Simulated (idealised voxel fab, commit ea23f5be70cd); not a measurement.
The process module that follows is named voxel capacitor over wiring.
In the cross-section labelled cut, the width is 165 nm and each square cell is 5 nm.
In this document a cross-section is written as a grid of square cells. It is given as a series of bands, listed from the top down, and a band is one or more rows of cells.
Band: top height; bottom height; in nm. Then, left to right: material with width in nm, for each material. "everywhere": a single material spanning edge to edge. "blank": empty space.
Heights from 0 (as-received wafer is one material below). Bottom band endless downward, as "z 0 and below".
Top row gets the first number, bottom row gets the second, and each row in between changes by the same step: that is how a band width like "30 to 40" works.
What does "no alterations made" mean for a step? It means no cell of the cross-section changed in that step.
Under "Sealed internal voids" you'll find the enclosed gaps, the ones with no way out to the top, that are 8 cells or bigger; each reads width x height at distance, with distance counted from the left edge, everything in nm.
On each step's line, the part that comes after the settings is the simulator's own comment on the step.
The setting "overlay nm" may be written on the line of a step. When the step uses a mask, the value reports how far to the right of the planned place the mask lay, and a negative value reports that it lay to the left.
These are the steps we planned for the process:
1) RECEIVE (material Si)
2) CONFORMAL_DEP (material SiO2; thk nm 10)
3) CONFORMAL_DEP (material SiN; thk nm 5)
4) DIRECTIONAL_DEP (material lowk; thk nm 20)
5) DIRECTIONAL_DEP (material aC; thk nm 15)
6) PATTERN (tone open; mask id METAL_1; material resist; width nm 20; pitch nm 90; thk nm 35; overlay nm 0)
7) DIRECTIONAL_ETCH (etch materials aC; depth nm 15)
8) STRIP (etch materials resist)
9) DIRECTIONAL_ETCH (etch materials lowk; depth nm 20)
10) DIRECTIONAL_ETCH (etch materials SiN; depth nm 5)
11) STRIP (etch materials aC)
12) CONFORMAL_DEP (material TiN; thk nm 5)
13) FILL_DEP (material Cu; thk nm 5)
14) CMP (height nm 35)
15) CONFORMAL_DEP (material SiCN; thk nm 5)
16) DIRECTIONAL_DEP (material lowk; thk nm 20)
17) PATTERN (tone open; mask id PLUG_1; material resist; width nm 15; thk nm 15; overlay nm 0)
18) DIRECTIONAL_ETCH (etch materials lowk; depth nm 20)
19) DIRECTIONAL_ETCH (etch materials SiCN; depth nm 5)
20) STRIP (etch materials resist)
21) EPI (material Ru; thk nm 10)
22) EPI (material Ru; thk nm 10)
23) EPI (material Ru; thk nm 5)
24) DIRECTIONAL_DEP (material TiN; thk nm 5)
25) DIRECTIONAL_DEP (material HfO2; thk nm 5)
26) DIRECTIONAL_DEP (material TiN; thk nm 5)
27) MASKED_ETCH (tone cover; mask id UPPER_PLATE; width nm 75; etch materials TiN; depth nm 5; overlay nm 0)
28) MASKED_ETCH (tone cover; mask id UPPER_PLATE; width nm 75; etch materials HfO2; depth nm 5; overlay nm 0)
29) PATTERN (tone cover; mask id LOWER_PLATE; material resist; width nm 85; thk nm 20; overlay nm 0)
30) DIRECTIONAL_ETCH (etch materials TiN; depth nm 5)
31) STRIP (etch materials resist)
32) FILL_DEP (material SiO2; thk nm 15)
33) CMP (height nm 85)
34) DIRECTIONAL_DEP (material aC; thk nm 10)
35) PATTERN (tone open; mask id PLUG_2; material resist; width nm 15; thk nm 30; overlay nm 0)
36) DIRECTIONAL_ETCH (etch materials aC; depth nm 10)
37) STRIP (etch materials resist)
38) DIRECTIONAL_ETCH (etch materials SiO2; depth nm 10)
39) STRIP (etch materials aC)
40) CONFORMAL_DEP (material TiN; thk nm 5)
41) FILL_DEP (material Cu; thk nm 10)
42) CMP (height nm 85)
43) CONFORMAL_DEP (material SiCN; thk nm 5)
Below: the first of two wafers, run as planned:
As-received state of the wafer in cross-section, equivalent to post-step 1:
- z 0 and below = Si everywhere
- Sealed internal voids: none
Wafer section view after processing step 2:
- z 10 to 0 = SiO2 everywhere
- Lower than 0, everything is as it was.
Wafer section view after processing step 3:
- z 15 to 10 = SiN everywhere
- Lower than 10, everything is as it was.
Wafer section view after processing step 4:
- z 35 to 15 = lowk everywhere
- Lower than 15, everything is as it was.
Wafer section view after processing step 5:
- z 50 to 35 = aC everywhere
- Lower than 35, everything is as it was.
Wafer section view after processing step 6:
- z 85 to 50 = resist=25, then blank=20, then resist=70, then blank=20, then resist=30
- Lower than 50, everything is as it was.
Wafer section view after processing step 7:
- z 70 to 50 = resist=25, then blank=20, then resist=70, then blank=20, then resist=30
- z 50 to 35 = aC=25, then blank=20, then aC=70, then blank=20, then aC=30
- Lower than 35, everything is as it was.
Wafer section view after processing step 8:
- z 50 to 35 = aC=25, then blank=20, then aC=70, then blank=20, then aC=30
- Lower than 35, everything is as it was.
Wafer section view after processing step 9:
- z 50 to 35 = aC=25, then blank=20, then aC=70, then blank=20, then aC=30
- z 35 to 15 = lowk=25, then blank=20, then lowk=70, then blank=20, then lowk=30
- Lower than 15, everything is as it was.
Wafer section view after processing step 10:
- z 50 to 35 = aC=25, then blank=20, then aC=70, then blank=20, then aC=30
- z 35 to 15 = lowk=25, then blank=20, then lowk=70, then blank=20, then lowk=30
- z 15 to 10 = SiN=25, then blank=20, then SiN=70, then blank=20, then SiN=30
- Lower than 10, everything is as it was.
Wafer section view after processing step 11:
- z 35 to 15 = lowk=25, then blank=20, then lowk=70, then blank=20, then lowk=30
- Lower than 15, everything is as it was.
Wafer section view after processing step 12:
- z 40 to 35 = TiN=30, then blank=10, then TiN=80, then blank=10, then TiN=35
- z 35 to 15 = lowk=25, then TiN=5, then blank=10, then TiN=5, then lowk=70, then TiN=5, then blank=10, then TiN=5, then lowk=30
- z 15 to 10 = SiN=25, then TiN=20, then SiN=70, then TiN=20, then SiN=30
- Lower than 10, everything is as it was.
Wafer section view after processing step 13:
- z 45 to 40 = Cu everywhere
- z 40 to 35 = TiN=30, then Cu=10, then TiN=80, then Cu=10, then TiN=35
- z 35 to 15 = lowk=25, then TiN=5, then Cu=10, then TiN=5, then lowk=70, then TiN=5, then Cu=10, then TiN=5, then lowk=30
- Lower than 15, everything is as it was.
Wafer section view after processing step 14:
- z 35 to 15 = lowk=25, then TiN=5, then Cu=10, then TiN=5, then lowk=70, then TiN=5, then Cu=10, then TiN=5, then lowk=30
- Lower than 15, everything is as it was.
Wafer section view after processing step 15:
- z 40 to 35 = SiCN everywhere
- Lower than 35, everything is as it was.
Wafer section view after processing step 16:
- z 60 to 40 = lowk everywhere
- Lower than 40, everything is as it was.
Wafer section view after processing step 17:
- z 75 to 60 = resist=30, then blank=15, then resist=120
- Lower than 60, everything is as it was.
Wafer section view after processing step 18:
- z 75 to 60 = resist=30, then blank=15, then resist=120
- z 60 to 40 = lowk=30, then blank=15, then lowk=120
- Lower than 40, everything is as it was.
Wafer section view after processing step 19:
- z 75 to 60 = resist=30, then blank=15, then resist=120
- z 60 to 40 = lowk=30, then blank=15, then lowk=120
- z 40 to 35 = SiCN=30, then blank=15, then SiCN=120
- Lower than 35, everything is as it was.
Wafer section view after processing step 20:
- z 60 to 40 = lowk=30, then blank=15, then lowk=120
- Lower than 40, everything is as it was.
Wafer section view after processing step 21:
- z 60 to 45 = lowk=30, then blank=15, then lowk=120
- z 45 to 40 = lowk=30, then Ru=15, then lowk=120
- z 40 to 35 = SiCN=30, then Ru=15, then SiCN=120
- Lower than 35, everything is as it was.
Wafer section view after processing step 22:
- z 60 to 55 = lowk=30, then blank=15, then lowk=120
- z 55 to 40 = lowk=30, then Ru=15, then lowk=120
- Lower than 40, everything is as it was.
Wafer section view after processing step 23:
- z 60 to 40 = lowk=30, then Ru=15, then lowk=120
- Lower than 40, everything is as it was.
Wafer section view after processing step 24:
- z 65 to 60 = TiN everywhere
- Lower than 60, everything is as it was.
Wafer section view after processing step 25:
- z 70 to 65 = HfO2 everywhere
- Lower than 65, everything is as it was.
Wafer section view after processing step 26:
- z 75 to 70 = TiN everywhere
- Lower than 70, everything is as it was.
Wafer section view after processing step 27:
- z 75 to 70 = blank=30, then TiN=75, then blank=60
- Lower than 70, everything is as it was.
Wafer section view after processing step 28:
- z 75 to 70 = blank=30, then TiN=75, then blank=60
- z 70 to 65 = blank=30, then HfO2=75, then blank=60
- Lower than 65, everything is as it was.
Wafer section view after processing step 29:
- z 95 to 75 = blank=25, then resist=85, then blank=55
- z 75 to 70 = blank=25, then resist=5, then TiN=75, then resist=5, then blank=55
- z 70 to 65 = blank=25, then resist=5, then HfO2=75, then resist=5, then blank=55
- Lower than 65, everything is as it was.
Wafer section view after processing step 30:
- z 95 to 75 = blank=25, then resist=85, then blank=55
- z 75 to 70 = blank=25, then resist=5, then TiN=75, then resist=5, then blank=55
- z 70 to 65 = blank=25, then resist=5, then HfO2=75, then resist=5, then blank=55
- z 65 to 60 = blank=25, then TiN=85, then blank=55
- Lower than 60, everything is as it was.
Wafer section view after processing step 31:
- z 75 to 70 = blank=30, then TiN=75, then blank=60
- z 70 to 65 = blank=30, then HfO2=75, then blank=60
- Lower than 65, everything is as it was.
Wafer section view after processing step 32:
- z 90 to 75 = SiO2 everywhere
- z 75 to 70 = SiO2=30, then TiN=75, then SiO2=60
- z 70 to 65 = SiO2=30, then HfO2=75, then SiO2=60
- z 65 to 60 = SiO2=25, then TiN=85, then SiO2=55
- Lower than 60, everything is as it was.
Wafer section view after processing step 33:
- z 85 to 75 = SiO2 everywhere
- Lower than 75, everything is as it was.
Wafer section view after processing step 34:
- z 95 to 85 = aC everywhere
- Lower than 85, everything is as it was.
Wafer section view after processing step 35:
- z 125 to 95 = resist=40, then blank=15, then resist=110
- Lower than 95, everything is as it was.
Wafer section view after processing step 36:
- z 115 to 95 = resist=40, then blank=15, then resist=110
- z 95 to 85 = aC=40, then blank=15, then aC=110
- Lower than 85, everything is as it was.
Wafer section view after processing step 37:
- z 95 to 85 = aC=40, then blank=15, then aC=110
- Lower than 85, everything is as it was.
Wafer section view after processing step 38:
- z 95 to 85 = aC=40, then blank=15, then aC=110
- z 85 to 75 = SiO2=40, then blank=15, then SiO2=110
- Lower than 75, everything is as it was.
Wafer section view after processing step 39:
- z 85 to 75 = SiO2=40, then blank=15, then SiO2=110
- Lower than 75, everything is as it was.
Wafer section view after processing step 40:
- z 90 to 85 = TiN=45, then blank=5, then TiN=115
- z 85 to 80 = SiO2=40, then TiN=5, then blank=5, then TiN=5, then SiO2=110
- z 80 to 70 = SiO2=40 to 30, then TiN=15 to 75, then SiO2=110 to 60
- Lower than 70, everything is as it was.
Wafer section view after processing step 41:
- z 100 to 90 = Cu everywhere
- z 90 to 85 = TiN=45, then Cu=5, then TiN=115
- z 85 to 80 = SiO2=40, then TiN=5, then Cu=5, then TiN=5, then SiO2=110
- Lower than 80, everything is as it was.
Wafer section view after processing step 42:
- z 85 to 80 = SiO2=40, then TiN=5, then Cu=5, then TiN=5, then SiO2=110
- Lower than 80, everything is as it was.
Wafer section view after processing step 43:
- z 90 to 85 = SiCN everywhere
- Lower than 85, everything is as it was.
Here the second wafer is described. Its start and its plan were those of the first wafer. Its run contained one mistake. Up to and including step 16, it did exactly what the first wafer did:
Cross-section of the second wafer at the time step 17 of the plan should have ended:
- z 75 to 60 = resist=35, then blank=15, then resist=115
- Lower than 60, everything is as it was.
Cross-section of the second wafer at the time step 18 of the plan should have ended:
- z 75 to 60 = resist=35, then blank=15, then resist=115
- z 60 to 40 = lowk=35, then blank=15, then lowk=115
- Lower than 40, everything is as it was.
Cross-section of the second wafer at the time step 19 of the plan should have ended:
- z 75 to 60 = resist=35, then blank=15, then resist=115
- z 60 to 40 = lowk=35, then blank=15, then lowk=115
- z 40 to 35 = SiCN=35, then blank=15, then SiCN=115
- Lower than 35, everything is as it was.
Cross-section of the second wafer at the time step 20 of the plan should have ended:
- z 60 to 40 = lowk=35, then blank=15, then lowk=115
- Lower than 40, everything is as it was.
Cross-section of the second wafer at the time step 21 of the plan should have ended:
- z 60 to 45 = lowk=35, then blank=15, then lowk=115
- z 45 to 40 = lowk=35, then Ru=15, then lowk=115
- z 40 to 35 = SiCN=35, then Ru=15, then SiCN=115
- Lower than 35, everything is as it was.
Cross-section of the second wafer at the time step 22 of the plan should have ended:
- z 60 to 55 = lowk=35, then blank=15, then lowk=115
- z 55 to 40 = lowk=35, then Ru=15, then lowk=115
- Lower than 40, everything is as it was.
Cross-section of the second wafer at the time step 23 of the plan should have ended:
- z 60 to 40 = lowk=35, then Ru=15, then lowk=115
- Lower than 40, everything is as it was.
Cross-section of the second wafer at the time step 24 of the plan should have ended:
- z 65 to 60 = TiN everywhere
- Lower than 60, everything is as it was.
Cross-section of the second wafer at the time step 25 of the plan should have ended:
- z 70 to 65 = HfO2 everywhere
- Lower than 65, everything is as it was.
Cross-section of the second wafer at the time step 26 of the plan should have ended:
- z 75 to 70 = TiN everywhere
- Lower than 70, everything is as it was.
Cross-section of the second wafer at the time step 27 of the plan should have ended:
- z 75 to 70 = blank=30, then TiN=75, then blank=60
- Lower than 70, everything is as it was.
Cross-section of the second wafer at the time step 28 of the plan should have ended:
- z 75 to 70 = blank=30, then TiN=75, then blank=60
- z 70 to 65 = blank=30, then HfO2=75, then blank=60
- Lower than 65, everything is as it was.
Cross-section of the second wafer at the time step 29 of the plan should have ended:
- z 95 to 75 = blank=25, then resist=85, then blank=55
- z 75 to 70 = blank=25, then resist=5, then TiN=75, then resist=5, then blank=55
- z 70 to 65 = blank=25, then resist=5, then HfO2=75, then resist=5, then blank=55
- Lower than 65, everything is as it was.
Cross-section of the second wafer at the time step 30 of the plan should have ended:
- z 95 to 75 = blank=25, then resist=85, then blank=55
- z 75 to 70 = blank=25, then resist=5, then TiN=75, then resist=5, then blank=55
- z 70 to 65 = blank=25, then resist=5, then HfO2=75, then resist=5, then blank=55
- z 65 to 60 = blank=25, then TiN=85, then blank=55
- Lower than 60, everything is as it was.
Cross-section of the second wafer at the time step 31 of the plan should have ended:
- z 75 to 70 = blank=30, then TiN=75, then blank=60
- z 70 to 65 = blank=30, then HfO2=75, then blank=60
- Lower than 65, everything is as it was.
Cross-section of the second wafer at the time step 32 of the plan should have ended:
- z 90 to 75 = SiO2 everywhere
- z 75 to 70 = SiO2=30, then TiN=75, then SiO2=60
- z 70 to 65 = SiO2=30, then HfO2=75, then SiO2=60
- z 65 to 60 = SiO2=25, then TiN=85, then SiO2=55
- Lower than 60, everything is as it was.
Cross-section of the second wafer at the time step 33 of the plan should have ended:
- z 85 to 75 = SiO2 everywhere
- Lower than 75, everything is as it was.
Cross-section of the second wafer at the time step 34 of the plan should have ended:
- z 95 to 85 = aC everywhere
- Lower than 85, everything is as it was.
Cross-section of the second wafer at the time step 35 of the plan should have ended:
- z 125 to 95 = resist=40, then blank=15, then resist=110
- Lower than 95, everything is as it was.
Cross-section of the second wafer at the time step 36 of the plan should have ended:
- z 115 to 95 = resist=40, then blank=15, then resist=110
- z 95 to 85 = aC=40, then blank=15, then aC=110
- Lower than 85, everything is as it was.
Cross-section of the second wafer at the time step 37 of the plan should have ended:
- z 95 to 85 = aC=40, then blank=15, then aC=110
- Lower than 85, everything is as it was.
Cross-section of the second wafer at the time step 38 of the plan should have ended:
- z 95 to 85 = aC=40, then blank=15, then aC=110
- z 85 to 75 = SiO2=40, then blank=15, then SiO2=110
- Lower than 75, everything is as it was.
Cross-section of the second wafer at the time step 39 of the plan should have ended:
- z 85 to 75 = SiO2=40, then blank=15, then SiO2=110
- Lower than 75, everything is as it was.
Cross-section of the second wafer at the time step 40 of the plan should have ended:
- z 90 to 85 = TiN=45, then blank=5, then TiN=115
- z 85 to 80 = SiO2=40, then TiN=5, then blank=5, then TiN=5, then SiO2=110
- z 80 to 70 = SiO2=40 to 30, then TiN=15 to 75, then SiO2=110 to 60
- Lower than 70, everything is as it was.
Cross-section of the second wafer at the time step 41 of the plan should have ended:
- z 100 to 90 = Cu everywhere
- z 90 to 85 = TiN=45, then Cu=5, then TiN=115
- z 85 to 80 = SiO2=40, then TiN=5, then Cu=5, then TiN=5, then SiO2=110
- Lower than 80, everything is as it was.
Cross-section of the second wafer at the time step 42 of the plan should have ended:
- z 85 to 80 = SiO2=40, then TiN=5, then Cu=5, then TiN=5, then SiO2=110
- Lower than 80, everything is as it was.
Cross-section of the second wafer at the time step 43 of the plan should have ended:
- z 90 to 85 = SiCN everywhere
- Lower than 85, everything is as it was.
The mistake made against the process plan was this: note that step 17 departed from the planned setting and was carried out as PATTERN (tone open; mask id PLUG_1; material resist; width nm 15; thk nm 15; overlay nm 5)
Heads up: at the end the two wafers have identical cell counts per material, they're just laid out differently.
